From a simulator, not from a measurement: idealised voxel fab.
Process module in this document: voxel air gaps
The width of the displayed cross-section, cut, is 210 nm; its cells are square, with a size of 5 nm.
Think of the cross-section as a grid of square cells. We describe it in bands, top to bottom, and each band covers one or more rows of those cells. The band entry comprises the height of the band's top followed by the height of its bottom, expressed in nm, and subsequently the band's materials from left to right, each stated together with its width in nm. Where a single material is marked with the word "throughout", that material fills the band from edge to edge. The word "blank" represents empty space. Basically, 0 is our baseline, since under it the wafer straight out of the box is all one material. The bottom band has no lower end and keeps on going down, so it looks like "z 0 and below". When a width is written as two numbers, as in "30 to 40", the first number is the width in the top row of cells of the band and the second is the width in its bottom row, and the width changes by the same amount from each row to the next. It should be understood that the words "nothing was modified", when stated for a given step, signify that the cross-section underwent no change in any of its cells during that step. "Closed internal cavities" means: voids of 8 cells or more that are shut off from the top with no open way through. Written width x height at distance, distance from the left edge, in nm. Step line, after settings: the simulator's comment on this step. "overlay nm", when on a step's line for a step with a mask, measures how far to the right of its planned place the mask lay; a negative measure means to the left.

The planned process steps are enumerated hereunder
step 1: RECEIVE with material Si
step 2: CONFORMAL_DEP with material SiO2, thk nm 15
step 3: CONFORMAL_DEP with material SiCN, thk nm 5
step 4: DIRECTIONAL_DEP with material SiO2, thk nm 40
step 5: DIRECTIONAL_DEP with material aC, thk nm 15
step 6: PATTERN with tone open, mask id LINES, material resist, width nm 20, pitch nm 50, thk nm 35, overlay nm 0
step 7: DIRECTIONAL_ETCH with etch materials aC, depth nm 15
step 8: STRIP with etch materials resist
step 9: DIRECTIONAL_ETCH with etch materials SiO2, depth nm 40
step 10: STRIP with etch materials aC
step 11: CONFORMAL_DEP with material TiN, thk nm 5
step 12: FILL_DEP with material Ru, thk nm 10
step 13: CMP with height nm 60
step 14: EPI with material Ru, thk nm 10
step 15: SELECTIVE_ETCH with etch materials SiO2, depth nm 50
step 16: CONFORMAL_DEP with material SiCN, thk nm 5

Concerning the first of two wafers, which was run in accordance with the plan

as received, after step 1
> z 0 and below  Si throughout
> Closed internal cavities: none

Step 2 complete: cross-section through the wafer
> z 15 to 0  SiO2 throughout
> Below 0 it's all the same as before, nothing changed down there.

Step 3 complete: cross-section through the wafer
> z 20 to 15  SiCN throughout
> Below 15 it's all the same as before, nothing changed down there.

Step 4 complete: cross-section through the wafer
> z 60 to 20  SiO2 throughout
> Below 20 it's all the same as before, nothing changed down there.

Step 5 complete: cross-section through the wafer
> z 75 to 60  aC throughout
> Below 60 it's all the same as before, nothing changed down there.

Step 6 complete: cross-section through the wafer
> z 110 to 75  resist 20 nm, blank 20 nm, resist 30 nm, blank 20 nm, resist 30 nm, blank 20 nm, resist 30 nm, blank 20 nm, resist 20 nm
> Below 75 it's all the same as before, nothing changed down there.

Step 7 complete: cross-section through the wafer
> z 95 to 75  resist 20 nm, blank 20 nm, resist 30 nm, blank 20 nm, resist 30 nm, blank 20 nm, resist 30 nm, blank 20 nm, resist 20 nm
> z 75 to 60  aC 20 nm, blank 20 nm, aC 30 nm, blank 20 nm, aC 30 nm, blank 20 nm, aC 30 nm, blank 20 nm, aC 20 nm
> Below 60 it's all the same as before, nothing changed down there.

Step 8 complete: cross-section through the wafer
> z 75 to 60  aC 20 nm, blank 20 nm, aC 30 nm, blank 20 nm, aC 30 nm, blank 20 nm, aC 30 nm, blank 20 nm, aC 20 nm
> Below 60 it's all the same as before, nothing changed down there.

Step 9 complete: cross-section through the wafer
> z 75 to 60  aC 20 nm, blank 20 nm, aC 30 nm, blank 20 nm, aC 30 nm, blank 20 nm, aC 30 nm, blank 20 nm, aC 20 nm
> z 60 to 20  SiO2 20 nm, blank 20 nm, SiO2 30 nm, blank 20 nm, SiO2 30 nm, blank 20 nm, SiO2 30 nm, blank 20 nm, SiO2 20 nm
> Below 20 it's all the same as before, nothing changed down there.

Step 10 complete: cross-section through the wafer
> z 60 to 20  SiO2 20 nm, blank 20 nm, SiO2 30 nm, blank 20 nm, SiO2 30 nm, blank 20 nm, SiO2 30 nm, blank 20 nm, SiO2 20 nm
> Below 20 it's all the same as before, nothing changed down there.

Step 11 complete: cross-section through the wafer
> z 65 to 60  TiN 25 nm, blank 10 nm, TiN 40 nm, blank 10 nm, TiN 40 nm, blank 10 nm, TiN 40 nm, blank 10 nm, TiN 25 nm
> z 60 to 25  SiO2 20 nm, TiN 5 nm, blank 10 nm, TiN 5 nm, SiO2 30 nm, TiN 5 nm, blank 10 nm, TiN 5 nm, SiO2 30 nm, TiN 5 nm, blank 10 nm, TiN 5 nm, SiO2 30 nm, TiN 5 nm, blank 10 nm, TiN 5 nm, SiO2 20 nm
> z 25 to 20  SiO2 20 nm, TiN 20 nm, SiO2 30 nm, TiN 20 nm, SiO2 30 nm, TiN 20 nm, SiO2 30 nm, TiN 20 nm, SiO2 20 nm
> Below 20 it's all the same as before, nothing changed down there.

Step 12 complete: cross-section through the wafer
> z 75 to 65  Ru throughout
> z 65 to 60  TiN 25 nm, Ru 10 nm, TiN 40 nm, Ru 10 nm, TiN 40 nm, Ru 10 nm, TiN 40 nm, Ru 10 nm, TiN 25 nm
> z 60 to 25  SiO2 20 nm, TiN 5 nm, Ru 10 nm, TiN 5 nm, SiO2 30 nm, TiN 5 nm, Ru 10 nm, TiN 5 nm, SiO2 30 nm, TiN 5 nm, Ru 10 nm, TiN 5 nm, SiO2 30 nm, TiN 5 nm, Ru 10 nm, TiN 5 nm, SiO2 20 nm
> Below 25 it's all the same as before, nothing changed down there.

Step 13 complete: cross-section through the wafer
> z 60 to 25  SiO2 20 nm, TiN 5 nm, Ru 10 nm, TiN 5 nm, SiO2 30 nm, TiN 5 nm, Ru 10 nm, TiN 5 nm, SiO2 30 nm, TiN 5 nm, Ru 10 nm, TiN 5 nm, SiO2 30 nm, TiN 5 nm, Ru 10 nm, TiN 5 nm, SiO2 20 nm
> Below 25 it's all the same as before, nothing changed down there.

Step 14 complete: cross-section through the wafer
> z 70 to 60  blank 10 nm, Ru 40 nm, blank 10 nm, Ru 40 nm, blank 10 nm, Ru 40 nm, blank 10 nm, Ru 40 nm, blank 10 nm
> Below 60 it's all the same as before, nothing changed down there.

Step 15 complete: cross-section through the wafer
> z 70 to 60  blank 10 nm, Ru 40 nm, blank 10 nm, Ru 40 nm, blank 10 nm, Ru 40 nm, blank 10 nm, Ru 40 nm, blank 10 nm
> z 60 to 25  blank 20 nm, TiN 5 nm, Ru 10 nm, TiN 5 nm, blank 30 nm, TiN 5 nm, Ru 10 nm, TiN 5 nm, blank 30 nm, TiN 5 nm, Ru 10 nm, TiN 5 nm, blank 30 nm, TiN 5 nm, Ru 10 nm, TiN 5 nm, blank 20 nm
> z 25 to 20  blank 20 nm, TiN 20 nm, blank 30 nm, TiN 20 nm, blank 30 nm, TiN 20 nm, blank 30 nm, TiN 20 nm, blank 20 nm
> Below 20 it's all the same as before, nothing changed down there.

Step 16 complete: cross-section through the wafer
> z 75 to 70  blank 5 nm, SiCN 200 nm, blank 5 nm
> z 70 to 60  blank 5 nm, SiCN 5 nm, Ru 40 nm, SiCN 10 nm, Ru 40 nm, SiCN 10 nm, Ru 40 nm, SiCN 10 nm, Ru 40 nm, SiCN 5 nm, blank 5 nm
> z 60 to 55  blank 5 nm, SiCN 15 nm, TiN 5 nm, Ru 10 nm, TiN 5 nm, SiCN 30 nm, TiN 5 nm, Ru 10 nm, TiN 5 nm, SiCN 30 nm, TiN 5 nm, Ru 10 nm, TiN 5 nm, SiCN 30 nm, TiN 5 nm, Ru 10 nm, TiN 5 nm, SiCN 15 nm, blank 5 nm
> z 55 to 25  blank 15 nm, SiCN 5 nm, TiN 5 nm, Ru 10 nm, TiN 5 nm, SiCN 5 nm, blank 20 nm, SiCN 5 nm, TiN 5 nm, Ru 10 nm, TiN 5 nm, SiCN 5 nm, blank 20 nm, SiCN 5 nm, TiN 5 nm, Ru 10 nm, TiN 5 nm, SiCN 5 nm, blank 20 nm, SiCN 5 nm, TiN 5 nm, Ru 10 nm, TiN 5 nm, SiCN 5 nm, blank 15 nm
> z 25 to 20  SiCN 20 nm, TiN 20 nm, SiCN 30 nm, TiN 20 nm, SiCN 30 nm, TiN 20 nm, SiCN 30 nm, TiN 20 nm, SiCN 20 nm
> Below 20 it's all the same as before, nothing changed down there.
> Closed internal cavities: 20 x 30 at 45; 20 x 30 at 95; 20 x 30 at 145

Wafer two of the pair: same origin, same plan, one error during the run; identical to wafer one up to and including step 5

Second wafer, sectioned view, at step 6's planned end time
> z 110 to 75  resist 25 nm, blank 20 nm, resist 30 nm, blank 20 nm, resist 30 nm, blank 20 nm, resist 30 nm, blank 20 nm, resist 15 nm
> Below 75 it's all the same as before, nothing changed down there.

Second wafer, sectioned view, at step 7's planned end time
> z 95 to 75  resist 25 nm, blank 20 nm, resist 30 nm, blank 20 nm, resist 30 nm, blank 20 nm, resist 30 nm, blank 20 nm, resist 15 nm
> z 75 to 60  aC 25 nm, blank 20 nm, aC 30 nm, blank 20 nm, aC 30 nm, blank 20 nm, aC 30 nm, blank 20 nm, aC 15 nm
> Below 60 it's all the same as before, nothing changed down there.

Second wafer, sectioned view, at step 8's planned end time
> z 75 to 60  aC 25 nm, blank 20 nm, aC 30 nm, blank 20 nm, aC 30 nm, blank 20 nm, aC 30 nm, blank 20 nm, aC 15 nm
> Below 60 it's all the same as before, nothing changed down there.

Second wafer, sectioned view, at step 9's planned end time
> z 75 to 60  aC 25 nm, blank 20 nm, aC 30 nm, blank 20 nm, aC 30 nm, blank 20 nm, aC 30 nm, blank 20 nm, aC 15 nm
> z 60 to 20  SiO2 25 nm, blank 20 nm, SiO2 30 nm, blank 20 nm, SiO2 30 nm, blank 20 nm, SiO2 30 nm, blank 20 nm, SiO2 15 nm
> Below 20 it's all the same as before, nothing changed down there.

Second wafer, sectioned view, at step 10's planned end time
> z 60 to 20  SiO2 25 nm, blank 20 nm, SiO2 30 nm, blank 20 nm, SiO2 30 nm, blank 20 nm, SiO2 30 nm, blank 20 nm, SiO2 15 nm
> Below 20 it's all the same as before, nothing changed down there.

Second wafer, sectioned view, at step 11's planned end time
> z 65 to 60  TiN 30 nm, blank 10 nm, TiN 40 nm, blank 10 nm, TiN 40 nm, blank 10 nm, TiN 40 nm, blank 10 nm, TiN 20 nm
> z 60 to 25  SiO2 25 nm, TiN 5 nm, blank 10 nm, TiN 5 nm, SiO2 30 nm, TiN 5 nm, blank 10 nm, TiN 5 nm, SiO2 30 nm, TiN 5 nm, blank 10 nm, TiN 5 nm, SiO2 30 nm, TiN 5 nm, blank 10 nm, TiN 5 nm, SiO2 15 nm
> z 25 to 20  SiO2 25 nm, TiN 20 nm, SiO2 30 nm, TiN 20 nm, SiO2 30 nm, TiN 20 nm, SiO2 30 nm, TiN 20 nm, SiO2 15 nm
> Below 20 it's all the same as before, nothing changed down there.

Second wafer, sectioned view, at step 12's planned end time
> z 75 to 65  Ru throughout
> z 65 to 60  TiN 30 nm, Ru 10 nm, TiN 40 nm, Ru 10 nm, TiN 40 nm, Ru 10 nm, TiN 40 nm, Ru 10 nm, TiN 20 nm
> z 60 to 25  SiO2 25 nm, TiN 5 nm, Ru 10 nm, TiN 5 nm, SiO2 30 nm, TiN 5 nm, Ru 10 nm, TiN 5 nm, SiO2 30 nm, TiN 5 nm, Ru 10 nm, TiN 5 nm, SiO2 30 nm, TiN 5 nm, Ru 10 nm, TiN 5 nm, SiO2 15 nm
> Below 25 it's all the same as before, nothing changed down there.

Second wafer, sectioned view, at step 13's planned end time
> z 60 to 25  SiO2 25 nm, TiN 5 nm, Ru 10 nm, TiN 5 nm, SiO2 30 nm, TiN 5 nm, Ru 10 nm, TiN 5 nm, SiO2 30 nm, TiN 5 nm, Ru 10 nm, TiN 5 nm, SiO2 30 nm, TiN 5 nm, Ru 10 nm, TiN 5 nm, SiO2 15 nm
> Below 25 it's all the same as before, nothing changed down there.

Second wafer, sectioned view, at step 14's planned end time
> z 70 to 60  blank 15 nm, Ru 40 nm, blank 10 nm, Ru 40 nm, blank 10 nm, Ru 40 nm, blank 10 nm, Ru 40 nm, blank 5 nm
> Below 60 it's all the same as before, nothing changed down there.

Second wafer, sectioned view, at step 15's planned end time
> z 70 to 60  blank 15 nm, Ru 40 nm, blank 10 nm, Ru 40 nm, blank 10 nm, Ru 40 nm, blank 10 nm, Ru 40 nm, blank 5 nm
> z 60 to 25  blank 25 nm, TiN 5 nm, Ru 10 nm, TiN 5 nm, blank 30 nm, TiN 5 nm, Ru 10 nm, TiN 5 nm, blank 30 nm, TiN 5 nm, Ru 10 nm, TiN 5 nm, blank 30 nm, TiN 5 nm, Ru 10 nm, TiN 5 nm, blank 15 nm
> z 25 to 20  blank 25 nm, TiN 20 nm, blank 30 nm, TiN 20 nm, blank 30 nm, TiN 20 nm, blank 30 nm, TiN 20 nm, blank 15 nm
> Below 20 it's all the same as before, nothing changed down there.

Second wafer, sectioned view, at step 16's planned end time
> z 75 to 70  blank 10 nm, SiCN 200 nm
> z 70 to 60  blank 10 nm, SiCN 5 nm, Ru 40 nm, SiCN 10 nm, Ru 40 nm, SiCN 10 nm, Ru 40 nm, SiCN 10 nm, Ru 40 nm, SiCN 5 nm
> z 60 to 55  blank 10 nm, SiCN 15 nm, TiN 5 nm, Ru 10 nm, TiN 5 nm, SiCN 30 nm, TiN 5 nm, Ru 10 nm, TiN 5 nm, SiCN 30 nm, TiN 5 nm, Ru 10 nm, TiN 5 nm, SiCN 30 nm, TiN 5 nm, Ru 10 nm, TiN 5 nm, SiCN 15 nm
> z 55 to 25  blank 20 nm, SiCN 5 nm, TiN 5 nm, Ru 10 nm, TiN 5 nm, SiCN 5 nm, blank 20 nm, SiCN 5 nm, TiN 5 nm, Ru 10 nm, TiN 5 nm, SiCN 5 nm, blank 20 nm, SiCN 5 nm, TiN 5 nm, Ru 10 nm, TiN 5 nm, SiCN 5 nm, blank 20 nm, SiCN 5 nm, TiN 5 nm, Ru 10 nm, TiN 5 nm, SiCN 5 nm, blank 10 nm
> z 25 to 20  SiCN 25 nm, TiN 20 nm, SiCN 30 nm, TiN 20 nm, SiCN 30 nm, TiN 20 nm, SiCN 30 nm, TiN 20 nm, SiCN 15 nm
> Below 20 it's all the same as before, nothing changed down there.
> Closed internal cavities: 20 x 30 at 50; 20 x 30 at 100; 20 x 30 at 150; 10 x 30 at 200
What was done differently from what was planned? step 6 did not happen as planned, as run it was PATTERN with tone open, mask id LINES, material resist, width nm 20, pitch nm 50, thk nm 35, overlay nm 5
In the final comparison it is observed that the number of cells assigned to each material is identical for the two wafers, whereas their placement is not.
At process end, closed voids number 3 in the first wafer and 4 in the second wafer.
